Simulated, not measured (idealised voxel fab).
The following is a process module called voxel capacitor over wiring.
Each square cell in cross-section cut measures 5 nm, and the section as a whole is 270 nm wide.
Heads up, the way a cross-section reads in here is a grid of square cells, handed over as bands from the top down, with every band being one or more rows of cells.
Band: top and bottom heights (nm) first, top before bottom; then materials from left to right, widths in nm. "full width" marks a sole material filling the band edge to edge. "air" denotes empty space.
Basically, 0 is our baseline, since under it the wafer straight out of the box is all one material. The bottom band has no lower end and keeps on going down, so it looks like "0 down".
You'd read "30 to 40" like this: the band's top row of cells is as wide as the first number, its bottom row is as wide as the second, and going down, every row changes width by the same amount as the row before did.
"remained unchanged" -> step changed no cross-section cell.
The entry titled "Sealed void list" provides the empty spaces that have no open way to the top, restricted to those of 8 cells or more. Each is presented as width x height at distance, the distance being measured from the left edge, with all three in nm.
If you see something after the settings on a step's line, that's the simulator's own remark about that step.
On any step carrying a mask, the "overlay nm" setting, if present on the step's line, tells how far right of its planned place the mask lay; negative values point to the left.

-- Listed below are the process steps as planned
1) op RECEIVE | material Si
2) op CONFORMAL_DEP | material SiO2 | thk nm 10
3) op CONFORMAL_DEP | material SiN | thk nm 5
4) op DIRECTIONAL_DEP | material SiO2 | thk nm 20
5) op DIRECTIONAL_DEP | material aC | thk nm 10
6) op PATTERN | tone open | mask id METAL_1 | material resist | width nm 25 | pitch nm 90 | thk nm 25 | overlay nm 0
7) op DIRECTIONAL_ETCH | etch materials aC | depth nm 10
8) op STRIP | etch materials resist
9) op DIRECTIONAL_ETCH | etch materials SiO2 | depth nm 20
10) op DIRECTIONAL_ETCH | etch materials SiN | depth nm 5
11) op STRIP | etch materials aC
12) op CONFORMAL_DEP | material TiN | thk nm 5
13) op FILL_DEP | material W | thk nm 10
14) op CMP | height nm 35
15) op CONFORMAL_DEP | material SiCN | thk nm 5
16) op DIRECTIONAL_DEP | material lowk | thk nm 15
17) op PATTERN | tone open | mask id PLUG_1 | material resist | width nm 15 | thk nm 15 | overlay nm 0
18) op DIRECTIONAL_ETCH | etch materials lowk | depth nm 15
19) op DIRECTIONAL_ETCH | etch materials SiCN | depth nm 5
20) op STRIP | etch materials resist
21) op EPI | material Ru | thk nm 10
22) op EPI | material Ru | thk nm 10
23) op DIRECTIONAL_DEP | material TiN | thk nm 10
24) op DIRECTIONAL_DEP | material HfO2 | thk nm 5
25) op DIRECTIONAL_DEP | material TiN | thk nm 5
26) op PATTERN | tone cover | mask id UPPER_PLATE | material resist | width nm 70 | thk nm 15 | overlay nm 0
27) op DIRECTIONAL_ETCH | etch materials TiN | depth nm 5
28) op DIRECTIONAL_ETCH | etch materials HfO2 | depth nm 5
29) op STRIP | etch materials resist
30) op MASKED_ETCH | tone cover | mask id LOWER_PLATE | width nm 80 | etch materials TiN | depth nm 10 | overlay nm 0
31) op FILL_DEP | material SiO2 | thk nm 20
32) op CMP | height nm 90
33) op MASKED_ETCH | tone open | mask id PLUG_2 | width nm 15 | etch materials SiO2 | depth nm 15 | overlay nm 0
34) op CONFORMAL_DEP | material TiN | thk nm 5
35) op FILL_DEP | material W | thk nm 5
36) op CMP | height nm 90
37) op CONFORMAL_DEP | material SiN | thk nm 5

-- As received (post step 1): cross-section
  0 down: Si full width
  Sealed void list: none

-- Post-module cross-section of the first of two wafers (run per plan)
  95 to 90: SiN full width
  90 to 80: SiO2 95 | TiN 5 | W 5 | TiN 5 | SiO2 160
  80 to 70: SiO2 95 to 85 | TiN 15 to 70 | SiO2 160 to 115
  70 to 65: SiO2 85 | HfO2 70 | SiO2 115
  65 to 55: SiO2 80 | TiN 80 | SiO2 110
  55 to 40: lowk 85 | Ru 15 | lowk 170
  40 to 35: SiCN 85 | Ru 15 | SiCN 170
  35 to 15: SiO2 75 | TiN 5 | W 15 | TiN 5 | SiO2 65 | TiN 5 | W 15 | TiN 5 | SiO2 80
  15 to 10: SiN 75 | TiN 25 | SiN 65 | TiN 25 | SiN 80
  10 to 0: SiO2 full width
  0 down: Si full width
  Sealed void list: none

-- Wafer two (of two), end-of-module cross-section: start = wafer one, plan = wafer one, one run mistake
  95 to 90: SiN full width
  90 to 80: SiO2 95 | TiN 5 | W 5 | TiN 5 | SiO2 160
  80 to 75: SiO2 95 | TiN 15 | SiO2 160
  75 to 70: SiO2 full width
  70 to 65: SiO2 85 | TiN 70 | SiO2 115
  65 to 55: SiO2 80 | TiN 80 | SiO2 110
  55 to 40: lowk 85 | Ru 15 | lowk 170
  40 to 35: SiCN 85 | Ru 15 | SiCN 170
  35 to 15: SiO2 75 | TiN 5 | W 15 | TiN 5 | SiO2 65 | TiN 5 | W 15 | TiN 5 | SiO2 80
  15 to 10: SiN 75 | TiN 25 | SiN 65 | TiN 25 | SiN 80
  10 to 0: SiO2 full width
  0 down: Si full width
  Sealed void list: none
Which mistake was made when the wafer was run? plan step 24 was not performed, having been skipped
End check, counted in cells, second wafer has more or fewer of these materials than the first: 14 fewer of HfO2; 14 more of SiO2
